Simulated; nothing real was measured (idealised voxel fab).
The document below concerns the process module designated voxel quadruple lines.
Pictured: cross-section cut, 235 nm wide, on a grid of 5 nm square cells.
A cross-section in this document is a grid of square cells, and it is written down as bands, the top band listed before the ones below it; a band is made up of one or more rows of cells.
Read a band's entry like this: the first values are the height of its top and the height of its bottom in nm, and what follows is the sequence of materials from left to right, each with its width in nm. Note that "air" is empty space, and that a single material marked "edge to edge" reaches across the band from edge to edge.
Counting heights begins at 0, where everything beneath is, in the wafer as received, one material. The lowest band has no bottom; it goes on downwards, as "0 and below" shows.
Width "30 to 40": first value at the band's top row of cells, second value at its bottom row, equal change from row to row.
"nothing altered", as given for a step, is the statement that not any cell of the cross-section underwent a change during that step.
For the entry "Catalogued sealed voids", the listed items are empty spaces with no open way to the top whose size is 8 cells or more; each item follows the pattern width x height at distance, where distance is from the left edge and all three are in nm.
Past the settings on a step's line: simulator remark, on that step.
overlay nm, on a step with a mask: how far to the right of its planned place the mask lay; to the left if negative

Below is the list of planned process steps
1 op RECEIVE | material Si
2 op CONFORMAL_DEP | material SiO2 | thk nm 5
3 op DIRECTIONAL_DEP | material Ru | thk nm 15
4 op DIRECTIONAL_DEP | material polySi | thk nm 15
5 op DIRECTIONAL_DEP | material aC | thk nm 25
6 op PATTERN | tone cover | mask id MANDREL | material resist | width nm 25 | pitch nm 80 | thk nm 35 | overlay nm 0
7 op DIRECTIONAL_ETCH | etch materials aC | depth nm 25
8 op STRIP | etch materials resist
9 op CONFORMAL_DEP | material SiO2 | thk nm 15
10 op DIRECTIONAL_ETCH | etch materials SiO2 | depth nm 15
11 op STRIP | etch materials aC
12 op DIRECTIONAL_ETCH | etch materials polySi | depth nm 15
13 op STRIP | etch materials SiO2
14 op CONFORMAL_DEP | material SiCN | thk nm 5
15 op DIRECTIONAL_ETCH | etch materials SiCN | depth nm 5
16 op STRIP | etch materials polySi
17 op DIRECTIONAL_ETCH | etch materials Ru | depth nm 15
18 op STRIP | etch materials SiCN

Wafer at receipt (post step 1), cross-section
* 0 and below = Si edge to edge
* Catalogued sealed voids: none

The first of the two wafers as seen in cross-section once the module was finished; processing followed the plan
* 20 down to 5 = air 45, then Ru 5, then air 15, then Ru 5, then air 15, then Ru 5, then air 15, then Ru 5, then air 15, then Ru 5, then air 15, then Ru 5, then air 15, then Ru 5, then air 15, then Ru 5, then air 45
* 5 down to 0 = SiO2 edge to edge
* 0 and below = Si edge to edge
* Catalogued sealed voids: none

Cross-sectional view of the second of two wafers upon completion of the module. This wafer shared its starting condition and process plan with the first; one error was made during its execution
* 15 down to 0 = air 45, then Ru 5, then air 15, then Ru 5, then air 15, then Ru 5, then air 15, then Ru 5, then air 15, then Ru 5, then air 15, then Ru 5, then air 15, then Ru 5, then air 15, then Ru 5, then air 45
* 0 and below = Si edge to edge
* Catalogued sealed voids: none
What was the processing mistake? plan step 2 never ran because it was skipped
Looking at both finished wafers in cells, the second ends up ahead of or behind the first on some materials: SiO2 -47
